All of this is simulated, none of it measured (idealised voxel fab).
Documented hereafter: the process module known as voxel wiring stack.
We display cut, a cross-section 275 nm in width whose square cells are each 5 nm.
Cross-sections here: square-cell grids, written as top-down lists of bands, a band being one or more rows of cells.
The entry gives the band's vertical extent as a top height and a bottom height in nm, then its horizontal make-up as materials from left to right, each with a width in nm. "blank" stands for empty space; a single material marked "full width" fills the band edge to edge.
Ref level 0: as-received wafer is one material below here. Bottom band extends down with no lower bound ("0 nm and below").
You'd read "30 to 40" like this: the band's top row of cells is as wide as the first number, its bottom row is as wide as the second, and going down, every row changes width by the same amount as the row before did.
Given "identical to before" for a step, no cell of the cross-section differs between before and after that step.
What "Enclosed internal cavities" gives you is every empty space of 8 cells or more that is cut off from the top. Each appears as width x height at distance, with the distance taken from the left edge and width, height and distance all in nm.
On a step's line, text after the settings is the simulator commenting on that step.
"overlay nm" answers the question of how far to the right of plan the mask lay on a step that has a mask, and when it is negative the answer is to the left.
Pairs follow: section before one process step, section after it down to the lowest changed band, step with settings underneath. Pairs may come from different runs of this module on the same starting wafer; continuity with the pair above only as stated in the "Pre-step view" entry.

## Pre-step view
* 165 nm to 145 nm  SiO2=65, blank=30, SiO2=25, blank=30, SiO2=25, blank=30, SiO2=70
* 145 nm to 135 nm  SiO2 full width
* 135 nm to 130 nm  SiCN full width
* 130 nm to 115 nm  lowk=60, SiN=5, Ru=30, SiN=5, lowk=15, SiN=5, Ru=30, SiN=5, lowk=15, SiN=5, Ru=30, SiN=5, lowk=65
* 115 nm to 110 nm  SiN=65, TiN=30, SiN=25, TiN=30, SiN=25, TiN=30, SiN=70
* 110 nm to 90 nm  lowk=65, TiN=5, Ru=5, TiN=5, lowk=95, TiN=5, Ru=5, TiN=5, lowk=85
* 90 nm to 85 nm  SiCN=65, TiN=15, SiCN=95, TiN=15, SiCN=85
* 85 nm to 70 nm  lowk=65, Ru=30, lowk=25, Ru=30, lowk=25, Ru=30, lowk=70
* 70 nm to 65 nm  lowk=65, TiN=25, Ru=5, lowk=25, TiN=25, Ru=5, lowk=25, TiN=25, Ru=5, lowk=70
* 65 nm to 60 nm  lowk=55, Ru=40, lowk=15, Ru=40, lowk=15, Ru=40, lowk=70
* 60 nm to 55 nm  lowk=55, Ru=35, TiN=5, lowk=15, Ru=35, TiN=5, lowk=15, Ru=35, TiN=5, lowk=70
* 55 nm to 35 nm  SiO2=65, Ru=15, SiO2=40, Ru=15, SiO2=40, Ru=15, SiO2=85
* 35 nm to 30 nm  SiCN=65, Ru=15, SiCN=40, Ru=15, SiCN=40, Ru=15, SiCN=85
* 30 nm to 15 nm  SiO2=60, SiCN=5, W=30, SiCN=5, SiO2=15, SiCN=5, W=30, SiCN=5, SiO2=15, SiCN=5, W=30, SiCN=5, SiO2=65
* 15 nm to 10 nm  SiCN=65, TiN=30, SiCN=25, TiN=30, SiCN=25, TiN=30, SiCN=70
* 10 nm to 0 nm  SiO2 full width
* 0 nm and below  Si full width
* Enclosed internal cavities: none

## Post-Process View
* 165 nm to 145 nm  SiO2=65, blank=30, SiO2=25, blank=30, SiO2=25, blank=30, SiO2=70
* 145 nm to 135 nm  SiO2=65, blank=15, SiO2=40, blank=15, SiO2=40, blank=15, SiO2=85
* For the remainder of the cross-section, below 135, there is no change.
* Enclosed internal cavities: none
Between before and after, shown above: MASKED_ETCH: tone open, mask id METAL_4_HOLES, width nm 15, pitch nm 55, etch materials SiO2, depth nm 10, overlay nm 0

Pre-step view: check the pair just above; its after cross-section is our before state.

## Post-Process View
* 165 nm to 145 nm  SiO2=65, blank=30, SiO2=25, blank=30, SiO2=25, blank=30, SiO2=70
* 145 nm to 135 nm  SiO2=65, blank=15, SiO2=40, blank=15, SiO2=40, blank=15, SiO2=85
* 135 nm to 130 nm  SiCN=65, blank=15, SiCN=40, blank=15, SiCN=40, blank=15, SiCN=85
* For the remainder of the cross-section, below 130, there is no change.
* Enclosed internal cavities: none
Between before and after, shown above: MASKED_ETCH: tone open, mask id METAL_4_HOLES, width nm 15, pitch nm 55, etch materials SiCN, depth nm 5, overlay nm 0

Pre-step view: check the pair just above; its after cross-section is our before state.

## Post-Process View
* 170 nm to 165 nm  TiN=70, blank=20, TiN=35, blank=20, TiN=35, blank=20, TiN=75
* 165 nm to 150 nm  SiO2=65, TiN=5, blank=20, TiN=5, SiO2=25, TiN=5, blank=20, TiN=5, SiO2=25, TiN=5, blank=20, TiN=5, SiO2=70
* 150 nm to 145 nm  SiO2=65, TiN=5, blank=5, TiN=20, SiO2=25, TiN=5, blank=5, TiN=20, SiO2=25, TiN=5, blank=5, TiN=20, SiO2=70
* 145 nm to 135 nm  SiO2=65, TiN=5, blank=5, TiN=5, SiO2=40, TiN=5, blank=5, TiN=5, SiO2=40, TiN=5, blank=5, TiN=5, SiO2=85
* 135 nm to 130 nm  SiCN=65, TiN=15, SiCN=40, TiN=15, SiCN=40, TiN=15, SiCN=85
* For the remainder of the cross-section, below 130, there is no change.
* Enclosed internal cavities: none
Between before and after, shown above: CONFORMAL_DEP: material TiN, thk nm 5

Pre-step view: check the pair just above; its after cross-section is our before state.

## Post-Process View
* 175 nm to 170 nm  Cu full width
* 170 nm to 165 nm  TiN=70, Cu=20, TiN=35, Cu=20, TiN=35, Cu=20, TiN=75
* 165 nm to 150 nm  SiO2=65, TiN=5, Cu=20, TiN=5, SiO2=25, TiN=5, Cu=20, TiN=5, SiO2=25, TiN=5, Cu=20, TiN=5, SiO2=70
* 150 nm to 145 nm  SiO2=65, TiN=5, Cu=5, TiN=20, SiO2=25, TiN=5, Cu=5, TiN=20, SiO2=25, TiN=5, Cu=5, TiN=20, SiO2=70
* 145 nm to 135 nm  SiO2=65, TiN=5, Cu=5, TiN=5, SiO2=40, TiN=5, Cu=5, TiN=5, SiO2=40, TiN=5, Cu=5, TiN=5, SiO2=85
* For the remainder of the cross-section, below 135, there is no change.
* Enclosed internal cavities: none
Between before and after, shown above: FILL_DEP: material Cu, thk nm 5

Pre-step view: check the pair just above; its after cross-section is our before state.

## Post-Process View
* 165 nm to 150 nm  SiO2=65, TiN=5, Cu=20, TiN=5, SiO2=25, TiN=5, Cu=20, TiN=5, SiO2=25, TiN=5, Cu=20, TiN=5, SiO2=70
* For the remainder of the cross-section, below 150, there is no change.
* Enclosed internal cavities: none
Between before and after, shown above: CMP: height nm 165

Pre-step view: check the pair just above; its after cross-section is our before state.

## Post-Process View
* 170 nm to 165 nm  SiCN full width
* For the remainder of the cross-section, below 165, there is no change.
* Enclosed internal cavities: none
Between before and after, shown above: CONFORMAL_DEP: material SiCN, thk nm 5

## Pre-step view
* 130 nm to 115 nm  lowk=60, SiN=5, Ru=30, SiN=5, lowk=15, SiN=5, Ru=30, SiN=5, lowk=15, SiN=5, Ru=30, SiN=5, lowk=65
* 115 nm to 110 nm  SiN=65, TiN=30, SiN=25, TiN=30, SiN=25, TiN=30, SiN=70
* 110 nm to 90 nm  lowk=65, TiN=5, Ru=5, TiN=5, lowk=95, TiN=5, Ru=5, TiN=5, lowk=85
* 90 nm to 85 nm  SiCN=65, TiN=15, SiCN=95, TiN=15, SiCN=85
* 85 nm to 60 nm  lowk=65, Ru=30, lowk=25, Ru=30, lowk=25, Ru=30, lowk=70
* 60 nm to 55 nm  lowk=65, TiN=30, lowk=25, TiN=30, lowk=25, TiN=30, lowk=70
* 55 nm to 35 nm  SiO2=65, Ru=15, SiO2=40, Ru=15, SiO2=40, Ru=15, SiO2=85
* 35 nm to 30 nm  SiCN=65, Ru=15, SiCN=40, Ru=15, SiCN=40, Ru=15, SiCN=85
* 30 nm to 15 nm  SiO2=60, SiCN=5, W=30, SiCN=5, SiO2=15, SiCN=5, W=30, SiCN=5, SiO2=15, SiCN=5, W=30, SiCN=5, SiO2=65
* 15 nm to 10 nm  SiCN=65, TiN=30, SiCN=25, TiN=30, SiCN=25, TiN=30, SiCN=70
* 10 nm to 0 nm  SiO2 full width
* 0 nm and below  Si full width
* Enclosed internal cavities: none

## Post-Process View
* 160 nm to 130 nm  SiO2 full width
* For the remainder of the cross-section, below 130, there is no change.
* Enclosed internal cavities: none
Between before and after, shown above: DIRECTIONAL_DEP: material SiO2, thk nm 30

Pre-step view: check the pair just above; its after cross-section is our before state.

## Post-Process View
* 165 nm to 160 nm  SiCN full width
* For the remainder of the cross-section, below 160, there is no change.
* Enclosed internal cavities: none
Between before and after, shown above: CONFORMAL_DEP: material SiCN, thk nm 5

Pre-step view: check the pair just above; its after cross-section is our before state.

## Post-Process View
* 165 nm to 160 nm  SiCN=65, blank=15, SiCN=40, blank=15, SiCN=40, blank=15, SiCN=85
* For the remainder of the cross-section, below 160, there is no change.
* Enclosed internal cavities: none
Between before and after, shown above: MASKED_ETCH: tone open, mask id METAL_4_HOLES, width nm 15, pitch nm 55, etch materials SiCN, depth nm 5, overlay nm 0

Pre-step view: check the pair just above; its after cross-section is our before state.

## Post-Process View
* 170 nm to 165 nm  TiN=70, blank=5, TiN=50, blank=5, TiN=50, blank=5, TiN=90
* 165 nm to 160 nm  SiCN=65, TiN=15, SiCN=40, TiN=15, SiCN=40, TiN=15, SiCN=85
* For the remainder of the cross-section, below 160, there is no change.
* Enclosed internal cavities: none
Between before and after, shown above: CONFORMAL_DEP: material TiN, thk nm 5

Pre-step view: check the pair just above; its after cross-section is our before state.

## Post-Process View
* 175 nm to 170 nm  Cu full width
* 170 nm to 165 nm  TiN=70, Cu=5, TiN=50, Cu=5, TiN=50, Cu=5, TiN=90
* For the remainder of the cross-section, below 165, there is no change.
* Enclosed internal cavities: none
Between before and after, shown above: FILL_DEP: material Cu, thk nm 5

Pre-step view: check the pair just above; its after cross-section is our before state.

## Post-Process View
* 165 nm to 160 nm  SiCN=65, TiN=15, SiCN=40, TiN=15, SiCN=40, TiN=15, SiCN=85
* For the remainder of the cross-section, below 160, there is no change.
* Enclosed internal cavities: none
Between before and after, shown above: CMP: height nm 165

Pre-step view: check the pair just above; its after cross-section is our before state.

## Post-Process View
* 170 nm to 165 nm  SiCN full width
* For the remainder of the cross-section, below 165, there is no change.
* Enclosed internal cavities: none
Between before and after, shown above: CONFORMAL_DEP: material SiCN, thk nm 5

## Pre-step view
* 145 nm to 135 nm  lowk full width
* 135 nm to 130 nm  lowk=60, SiN=40, lowk=15, SiN=40, lowk=15, SiN=40, lowk=65
* 130 nm to 115 nm  lowk=60, SiN=5, Ru=30, SiN=5, lowk=15, SiN=5, Ru=30, SiN=5, lowk=15, SiN=5, Ru=30, SiN=5, lowk=65
* 115 nm to 110 nm  SiN=65, TiN=30, SiN=25, TiN=30, SiN=25, TiN=30, SiN=70
* 110 nm to 90 nm  lowk=65, TiN=5, Ru=5, TiN=5, lowk=95, TiN=5, Ru=5, TiN=5, lowk=85
* 90 nm to 85 nm  SiCN=65, TiN=15, SiCN=95, TiN=15, SiCN=85
* 85 nm to 60 nm  lowk=65, Ru=30, lowk=25, Ru=30, lowk=25, Ru=30, lowk=70
* 60 nm to 55 nm  lowk=65, TiN=30, lowk=25, TiN=30, lowk=25, TiN=30, lowk=70
* 55 nm to 35 nm  SiO2=65, Ru=15, SiO2=40, Ru=15, SiO2=40, Ru=15, SiO2=85
* 35 nm to 30 nm  SiCN=65, Ru=15, SiCN=40, Ru=15, SiCN=40, Ru=15, SiCN=85
* 30 nm to 15 nm  SiO2=60, SiCN=5, W=30, SiCN=5, SiO2=15, SiCN=5, W=30, SiCN=5, SiO2=15, SiCN=5, W=30, SiCN=5, SiO2=65
* 15 nm to 10 nm  SiCN=65, TiN=30, SiCN=25, TiN=30, SiCN=25, TiN=30, SiCN=70
* 10 nm to 0 nm  SiO2 full width
* 0 nm and below  Si full width
* Enclosed internal cavities: none

## Post-Process View
* 135 nm to 130 nm  lowk=60, SiN=40, lowk=15, SiN=40, lowk=15, SiN=40, lowk=65
* For the remainder of the cross-section, below 130, there is no change.
* Enclosed internal cavities: none
Between before and after, shown above: CMP: height nm 135

Pre-step view: check the pair just above; its after cross-section is our before state.

## Post-Process View
* 140 nm to 135 nm  SiCN full width
* For the remainder of the cross-section, below 135, there is no change.
* Enclosed internal cavities: none
Between before and after, shown above: CONFORMAL_DEP: material SiCN, thk nm 5

Pre-step view: check the pair just above; its after cross-section is our before state.

## Post-Process View
* 170 nm to 140 nm  SiO2 full width
* For the remainder of the cross-section, below 140, there is no change.
* Enclosed internal cavities: none
Between before and after, shown above: DIRECTIONAL_DEP: material SiO2, thk nm 30

Pre-step view: check the pair just above; its after cross-section is our before state.

## Post-Process View
* 170 nm to 150 nm  SiO2=65, blank=30, SiO2=25, blank=30, SiO2=25, blank=30, SiO2=70
* For the remainder of the cross-section, below 150, there is no change.
* Enclosed internal cavities: none
Between before and after, shown above: MASKED_ETCH: tone open, mask id METAL_4, width nm 30, pitch nm 55, etch materials SiO2, depth nm 20, overlay nm 0

Pre-step view: check the pair just above; its after cross-section is our before state.

## Post-Process View
* 170 nm to 150 nm  SiO2=65, blank=30, SiO2=25, blank=30, SiO2=25, blank=30, SiO2=70
* 150 nm to 140 nm  SiO2=65, blank=15, SiO2=40, blank=15, SiO2=40, blank=15, SiO2=85
* For the remainder of the cross-section, below 140, there is no change.
* Enclosed internal cavities: none
Between before and after, shown above: MASKED_ETCH: tone open, mask id METAL_4_HOLES, width nm 15, pitch nm 55, etch materials SiO2, depth nm 10, overlay nm 0

Pre-step view: check the pair just above; its after cross-section is our before state.

## Post-Process View
* 170 nm to 150 nm  SiO2=65, blank=30, SiO2=25, blank=30, SiO2=25, blank=30, SiO2=70
* 150 nm to 140 nm  SiO2=65, blank=15, SiO2=40, blank=15, SiO2=40, blank=15, SiO2=85
* 140 nm to 135 nm  SiCN=65, blank=15, SiCN=40, blank=15, SiCN=40, blank=15, SiCN=85
* For the remainder of the cross-section, below 135, there is no change.
* Enclosed internal cavities: none
Between before and after, shown above: MASKED_ETCH: tone open, mask id METAL_4_HOLES, width nm 15, pitch nm 55, etch materials SiCN, depth nm 5, overlay nm 0

Pre-step view: check the pair just above; its after cross-section is our before state.

## Post-Process View
* 175 nm to 170 nm  TiN=70, blank=20, TiN=35, blank=20, TiN=35, blank=20, TiN=75
* 170 nm to 155 nm  SiO2=65, TiN=5, blank=20, TiN=5, SiO2=25, TiN=5, blank=20, TiN=5, SiO2=25, TiN=5, blank=20, TiN=5, SiO2=70
* 155 nm to 150 nm  SiO2=65, TiN=5, blank=5, TiN=20, SiO2=25, TiN=5, blank=5, TiN=20, SiO2=25, TiN=5, blank=5, TiN=20, SiO2=70
* 150 nm to 140 nm  SiO2=65, TiN=5, blank=5, TiN=5, SiO2=40, TiN=5, blank=5, TiN=5, SiO2=40, TiN=5, blank=5, TiN=5, SiO2=85
* 140 nm to 135 nm  SiCN=65, TiN=15, SiCN=40, TiN=15, SiCN=40, TiN=15, SiCN=85
* For the remainder of the cross-section, below 135, there is no change.
* Enclosed internal cavities: none
Between before and after, shown above: CONFORMAL_DEP: material TiN, thk nm 5

Pre-step view: check the pair just above; its after cross-section is our before state.

## Post-Process View
* 180 nm to 175 nm  Cu full width
* 175 nm to 170 nm  TiN=70, Cu=20, TiN=35, Cu=20, TiN=35, Cu=20, TiN=75
* 170 nm to 155 nm  SiO2=65, TiN=5, Cu=20, TiN=5, SiO2=25, TiN=5, Cu=20, TiN=5, SiO2=25, TiN=5, Cu=20, TiN=5, SiO2=70
* 155 nm to 150 nm  SiO2=65, TiN=5, Cu=5, TiN=20, SiO2=25, TiN=5, Cu=5, TiN=20, SiO2=25, TiN=5, Cu=5, TiN=20, SiO2=70
* 150 nm to 140 nm  SiO2=65, TiN=5, Cu=5, TiN=5, SiO2=40, TiN=5, Cu=5, TiN=5, SiO2=40, TiN=5, Cu=5, TiN=5, SiO2=85
* For the remainder of the cross-section, below 140, there is no change.
* Enclosed internal cavities: none
Between before and after, shown above: FILL_DEP: material Cu, thk nm 5

Pre-step view: check the pair just above; its after cross-section is our before state.

## Post-Process View
* 165 nm to 155 nm  SiO2=65, TiN=5, Cu=20, TiN=5, SiO2=25, TiN=5, Cu=20, TiN=5, SiO2=25, TiN=5, Cu=20, TiN=5, SiO2=70
* For the remainder of the cross-section, below 155, there is no change.
* Enclosed internal cavities: none
Between before and after, shown above: CMP: height nm 165

Pre-step view: check the pair just above; its after cross-section is our before state.

## Post-Process View
* 170 nm to 165 nm  SiCN full width
* For the remainder of the cross-section, below 165, there is no change.
* Enclosed internal cavities: none
Between before and after, shown above: CONFORMAL_DEP: material SiCN, thk nm 5

## Pre-step view
* 130 nm to 115 nm  Ru full width
* 115 nm to 110 nm  TiN full width
* 110 nm to 90 nm  lowk=65, TiN=5, Ru=5, TiN=5, lowk=95, TiN=5, Ru=5, TiN=5, lowk=85
* 90 nm to 85 nm  SiCN=65, TiN=15, SiCN=95, TiN=15, SiCN=85
* 85 nm to 60 nm  lowk=65, Ru=30, lowk=25, Ru=30, lowk=25, Ru=30, lowk=70
* 60 nm to 55 nm  lowk=65, TiN=30, lowk=25, TiN=30, lowk=25, TiN=30, lowk=70
* 55 nm to 35 nm  SiO2=65, Ru=15, SiO2=40, Ru=15, SiO2=40, Ru=15, SiO2=85
* 35 nm to 30 nm  SiCN=65, Ru=15, SiCN=40, Ru=15, SiCN=40, Ru=15, SiCN=85
* 30 nm to 15 nm  SiO2=60, SiCN=5, W=30, SiCN=5, SiO2=15, SiCN=5, W=30, SiCN=5, SiO2=15, SiCN=5, W=30, SiCN=5, SiO2=65
* 15 nm to 10 nm  SiCN=65, TiN=30, SiCN=25, TiN=30, SiCN=25, TiN=30, SiCN=70
* 10 nm to 0 nm  SiO2 full width
* 0 nm and below  Si full width
* Enclosed internal cavities: none

## Post-Process View
* 150 nm to 130 nm  blank=70, resist=25, blank=30, resist=25, blank=30, resist=25, blank=70
* For the remainder of the cross-section, below 130, there is no change.
* Enclosed internal cavities: none
Between before and after, shown above: PATTERN: tone cover, mask id METAL_3, material resist, width nm 25, pitch nm 55, thk nm 20, overlay nm 0

Pre-step view: check the pair just above; its after cross-section is our before state.

## Post-Process View
* 150 nm to 130 nm  blank=70, resist=25, blank=30, resist=25, blank=30, resist=25, blank=70
* 130 nm to 115 nm  blank=70, Ru=25, blank=30, Ru=25, blank=30, Ru=25, blank=70
* For the remainder of the cross-section, below 115, there is no change.
* Enclosed internal cavities: none
Between before and after, shown above: DIRECTIONAL_ETCH: etch materials Ru, depth nm 15

Pre-step view: check the pair just above; its after cross-section is our before state.

## Post-Process View
* 150 nm to 130 nm  blank=70, resist=25, blank=30, resist=25, blank=30, resist=25, blank=70
* 130 nm to 115 nm  blank=70, Ru=25, blank=30, Ru=25, blank=30, Ru=25, blank=70
* 115 nm to 110 nm  blank=70, TiN=25, blank=30, TiN=25, blank=30, TiN=25, blank=70
* For the remainder of the cross-section, below 110, there is no change.
* Enclosed internal cavities: none
Between before and after, shown above: DIRECTIONAL_ETCH: etch materials TiN, depth nm 5

Pre-step view: check the pair just above; its after cross-section is our before state.

## Post-Process View
* 130 nm to 115 nm  blank=70, Ru=25, blank=30, Ru=25, blank=30, Ru=25, blank=70
* For the remainder of the cross-section, below 115, there is no change.
* Enclosed internal cavities: none
Between before and after, shown above: STRIP: etch materials resist

Pre-step view: check the pair just above; its after cross-section is our before state.

## Post-Process View
* 135 nm to 130 nm  blank=65, SiN=35, blank=20, SiN=35, blank=20, SiN=35, blank=65
* 130 nm to 115 nm  blank=65, SiN=5, Ru=25, SiN=5, blank=20, SiN=5, Ru=25, SiN=5, blank=20, SiN=5, Ru=25, SiN=5, blank=65
* 115 nm to 110 nm  SiN=70, TiN=25, SiN=30, TiN=25, SiN=30, TiN=25, SiN=70
* For the remainder of the cross-section, below 110, there is no change.
* Enclosed internal cavities: none
Between before and after, shown above: CONFORMAL_DEP: material SiN, thk nm 5

Pre-step view: check the pair just above; its after cross-section is our before state.

## Post-Process View
* 145 nm to 135 nm  lowk full width
* 135 nm to 130 nm  lowk=65, SiN=35, lowk=20, SiN=35, lowk=20, SiN=35, lowk=65
* 130 nm to 115 nm  lowk=65, SiN=5, Ru=25, SiN=5, lowk=20, SiN=5, Ru=25, SiN=5, lowk=20, SiN=5, Ru=25, SiN=5, lowk=65
* For the remainder of the cross-section, below 115, there is no change.
* Enclosed internal cavities: none
Between before and after, shown above: FILL_DEP: material lowk, thk nm 10

Pre-step view: check the pair just above; its after cross-section is our before state.

## Post-Process View
* 130 nm to 115 nm  lowk=65, SiN=5, Ru=25, SiN=5, lowk=20, SiN=5, Ru=25, SiN=5, lowk=20, SiN=5, Ru=25, SiN=5, lowk=65
* For the remainder of the cross-section, below 115, there is no change.
* Enclosed internal cavities: none
Between before and after, shown above: CMP: height nm 130

Pre-step view: check the pair just above; its after cross-section is our before state.

## Post-Process View
* 135 nm to 130 nm  SiCN full width
* For the remainder of the cross-section, below 130, there is no change.
* Enclosed internal cavities: none
Between before and after, shown above: CONFORMAL_DEP: material SiCN, thk nm 5

Pre-step view: check the pair just above; its after cross-section is our before state.

## Post-Process View
* 165 nm to 135 nm  SiO2 full width
* For the remainder of the cross-section, below 135, there is no change.
* Enclosed internal cavities: none
Between before and after, shown above: DIRECTIONAL_DEP: material SiO2, thk nm 30

Pre-step view: check the pair just above; its after cross-section is our before state.

## Post-Process View
* 165 nm to 145 nm  SiO2=65, blank=30, SiO2=25, blank=30, SiO2=25, blank=30, SiO2=70
* For the remainder of the cross-section, below 145, there is no change.
* Enclosed internal cavities: none
Between before and after, shown above: MASKED_ETCH: tone open, mask id METAL_4, width nm 30, pitch nm 55, etch materials SiO2, depth nm 20, overlay nm 0

Pre-step view: check the pair just above; its after cross-section is our before state.

## Post-Process View
* 165 nm to 145 nm  SiO2=65, blank=30, SiO2=25, blank=30, SiO2=25, blank=30, SiO2=70
* 145 nm to 135 nm  SiO2=65, blank=15, SiO2=40, blank=15, SiO2=40, blank=15, SiO2=85
* For the remainder of the cross-section, below 135, there is no change.
* Enclosed internal cavities: none
Between before and after, shown above: MASKED_ETCH: tone open, mask id METAL_4_HOLES, width nm 15, pitch nm 55, etch materials SiO2, depth nm 10, overlay nm 0

Pre-step view: check the pair just above; its after cross-section is our before state.

## Post-Process View
* 165 nm to 145 nm  SiO2=65, blank=30, SiO2=25, blank=30, SiO2=25, blank=30, SiO2=70
* 145 nm to 135 nm  SiO2=65, blank=15, SiO2=40, blank=15, SiO2=40, blank=15, SiO2=85
* 135 nm to 130 nm  SiCN=65, blank=15, SiCN=40, blank=15, SiCN=40, blank=15, SiCN=85
* For the remainder of the cross-section, below 130, there is no change.
* Enclosed internal cavities: none
Between before and after, shown above: MASKED_ETCH: tone open, mask id METAL_4_HOLES, width nm 15, pitch nm 55, etch materials SiCN, depth nm 5, overlay nm 0

Pre-step view: check the pair just above; its after cross-section is our before state.

## Post-Process View
* 170 nm to 165 nm  TiN=70, blank=20, TiN=35, blank=20, TiN=35, blank=20, TiN=75
* 165 nm to 150 nm  SiO2=65, TiN=5, blank=20, TiN=5, SiO2=25, TiN=5, blank=20, TiN=5, SiO2=25, TiN=5, blank=20, TiN=5, SiO2=70
* 150 nm to 145 nm  SiO2=65, TiN=5, blank=5, TiN=20, SiO2=25, TiN=5, blank=5, TiN=20, SiO2=25, TiN=5, blank=5, TiN=20, SiO2=70
* 145 nm to 135 nm  SiO2=65, TiN=5, blank=5, TiN=5, SiO2=40, TiN=5, blank=5, TiN=5, SiO2=40, TiN=5, blank=5, TiN=5, SiO2=85
* 135 nm to 130 nm  SiCN=65, TiN=15, SiCN=40, TiN=15, SiCN=40, TiN=15, SiCN=85
* For the remainder of the cross-section, below 130, there is no change.
* Enclosed internal cavities: none
Between before and after, shown above: CONFORMAL_DEP: material TiN, thk nm 5

Pre-step view: check the pair just above; its after cross-section is our before state.

## Post-Process View
* 175 nm to 170 nm  Cu full width
* 170 nm to 165 nm  TiN=70, Cu=20, TiN=35, Cu=20, TiN=35, Cu=20, TiN=75
* 165 nm to 150 nm  SiO2=65, TiN=5, Cu=20, TiN=5, SiO2=25, TiN=5, Cu=20, TiN=5, SiO2=25, TiN=5, Cu=20, TiN=5, SiO2=70
* 150 nm to 145 nm  SiO2=65, TiN=5, Cu=5, TiN=20, SiO2=25, TiN=5, Cu=5, TiN=20, SiO2=25, TiN=5, Cu=5, TiN=20, SiO2=70
* 145 nm to 135 nm  SiO2=65, TiN=5, Cu=5, TiN=5, SiO2=40, TiN=5, Cu=5, TiN=5, SiO2=40, TiN=5, Cu=5, TiN=5, SiO2=85
* For the remainder of the cross-section, below 135, there is no change.
* Enclosed internal cavities: none
Between before and after, shown above: FILL_DEP: material Cu, thk nm 5

Pre-step view: check the pair just above; its after cross-section is our before state.

## Post-Process View
* 165 nm to 150 nm  SiO2=65, TiN=5, Cu=20, TiN=5, SiO2=25, TiN=5, Cu=20, TiN=5, SiO2=25, TiN=5, Cu=20, TiN=5, SiO2=70
* For the remainder of the cross-section, below 150, there is no change.
* Enclosed internal cavities: none
Between before and after, shown above: CMP: height nm 165

Pre-step view: check the pair just above; its after cross-section is our before state.

## Post-Process View
* 170 nm to 165 nm  SiCN full width
* For the remainder of the cross-section, below 165, there is no change.
* Enclosed internal cavities: none
Between before and after, shown above: CONFORMAL_DEP: material SiCN, thk nm 5

## Pre-step view
* 165 nm to 145 nm  SiO2=65, blank=30, SiO2=25, blank=30, SiO2=25, blank=30, SiO2=70
* 145 nm to 135 nm  SiO2 full width
* 135 nm to 130 nm  SiCN full width
* 130 nm to 115 nm  lowk=60, SiN=5, Ru=30, SiN=5, lowk=15, SiN=5, Ru=30, SiN=5, lowk=15, SiN=5, Ru=30, SiN=5, lowk=65
* 115 nm to 110 nm  SiN=65, TiN=30, SiN=25, TiN=30, SiN=25, TiN=30, SiN=70
* 110 nm to 90 nm  lowk=65, TiN=5, Ru=5, TiN=5, lowk=95, TiN=5, Ru=5, TiN=5, lowk=85
* 90 nm to 85 nm  SiCN=65, TiN=15, SiCN=95, TiN=15, SiCN=85
* 85 nm to 60 nm  lowk=65, Ru=30, lowk=25, Ru=30, lowk=25, Ru=30, lowk=70
* 60 nm to 55 nm  lowk=65, TiN=30, lowk=25, TiN=30, lowk=25, TiN=30, lowk=70
* 55 nm to 35 nm  SiO2=65, Ru=15, SiO2=40, Ru=15, SiO2=40, Ru=15, SiO2=85
* 35 nm to 30 nm  SiCN=65, Ru=15, SiCN=40, Ru=15, SiCN=40, Ru=15, SiCN=85
* 30 nm to 15 nm  SiO2=60, SiCN=5, W=30, SiCN=5, SiO2=15, SiCN=5, W=30, SiCN=5, SiO2=15, SiCN=5, W=30, SiCN=5, SiO2=65
* 15 nm to 10 nm  SiCN=65, TiN=30, SiCN=25, TiN=30, SiCN=25, TiN=30, SiCN=70
* 10 nm to 0 nm  SiO2 full width
* 0 nm and below  Si full width
* Enclosed internal cavities: none

## Post-Process View
* 165 nm to 155 nm  SiO2=60, blank=35, SiO2=20, blank=35, SiO2=20, blank=35, SiO2=70
* 155 nm to 145 nm  SiO2=65, blank=30, SiO2=25, blank=30, SiO2=25, blank=30, SiO2=70
* 145 nm to 135 nm  SiO2=65, blank=10, SiO2=45, blank=10, SiO2=45, blank=10, SiO2=90
* For the remainder of the cross-section, below 135, there is no change.
* Enclosed internal cavities: none
Between before and after, shown above: MASKED_ETCH: tone open, mask id METAL_4_HOLES, width nm 15, pitch nm 55, etch materials SiO2, depth nm 10, overlay nm -5

Pre-step view: check the pair just above; its after cross-section is our before state.

## Post-Process View
* 165 nm to 155 nm  SiO2=60, blank=35, SiO2=20, blank=35, SiO2=20, blank=35, SiO2=70
* 155 nm to 145 nm  SiO2=65, blank=30, SiO2=25, blank=30, SiO2=25, blank=30, SiO2=70
* 145 nm to 135 nm  SiO2=65, blank=10, SiO2=45, blank=10, SiO2=45, blank=10, SiO2=90
* 135 nm to 130 nm  SiCN=65, blank=10, SiCN=45, blank=10, SiCN=45, blank=10, SiCN=90
* For the remainder of the cross-section, below 130, there is no change.
* Enclosed internal cavities: none
Between before and after, shown above: MASKED_ETCH: tone open, mask id METAL_4_HOLES, width nm 15, pitch nm 55, etch materials SiCN, depth nm 5, overlay nm 0

Pre-step view: check the pair just above; its after cross-section is our before state.

## Post-Process View
* 170 nm to 165 nm  TiN=65, blank=25, TiN=30, blank=25, TiN=30, blank=25, TiN=75
* 165 nm to 155 nm  SiO2=60, TiN=5 to 10, blank=25 to 20, TiN=5, SiO2=20, TiN=5 to 10, blank=25 to 20, TiN=5, SiO2=20, TiN=5 to 10, blank=25 to 20, TiN=5, SiO2=70
* 155 nm to 150 nm  SiO2=65, TiN=5, blank=20, TiN=5, SiO2=25, TiN=5, blank=20, TiN=5, SiO2=25, TiN=5, blank=20, TiN=5, SiO2=70
* 150 nm to 145 nm  SiO2=65, TiN=30, SiO2=25, TiN=30, SiO2=25, TiN=30, SiO2=70
* 145 nm to 135 nm  SiO2=65, TiN=10, SiO2=45, TiN=10, SiO2=45, TiN=10, SiO2=90
* 135 nm to 130 nm  SiCN=65, TiN=10, SiCN=45, TiN=10, SiCN=45, TiN=10, SiCN=90
* For the remainder of the cross-section, below 130, there is no change.
* Enclosed internal cavities: none
Between before and after, shown above: CONFORMAL_DEP: material TiN, thk nm 5

Pre-step view: check the pair just above; its after cross-section is our before state.

## Post-Process View
* 175 nm to 170 nm  Cu full width
* 170 nm to 165 nm  TiN=65, Cu=25, TiN=30, Cu=25, TiN=30, Cu=25, TiN=75
* 165 nm to 155 nm  SiO2=60, TiN=5 to 10, Cu=25 to 20, TiN=5, SiO2=20, TiN=5 to 10, Cu=25 to 20, TiN=5, SiO2=20, TiN=5 to 10, Cu=25 to 20, TiN=5, SiO2=70
* 155 nm to 150 nm  SiO2=65, TiN=5, Cu=20, TiN=5, SiO2=25, TiN=5, Cu=20, TiN=5, SiO2=25, TiN=5, Cu=20, TiN=5, SiO2=70
* For the remainder of the cross-section, below 150, there is no change.
* Enclosed internal cavities: none
Between before and after, shown above: FILL_DEP: material Cu, thk nm 5
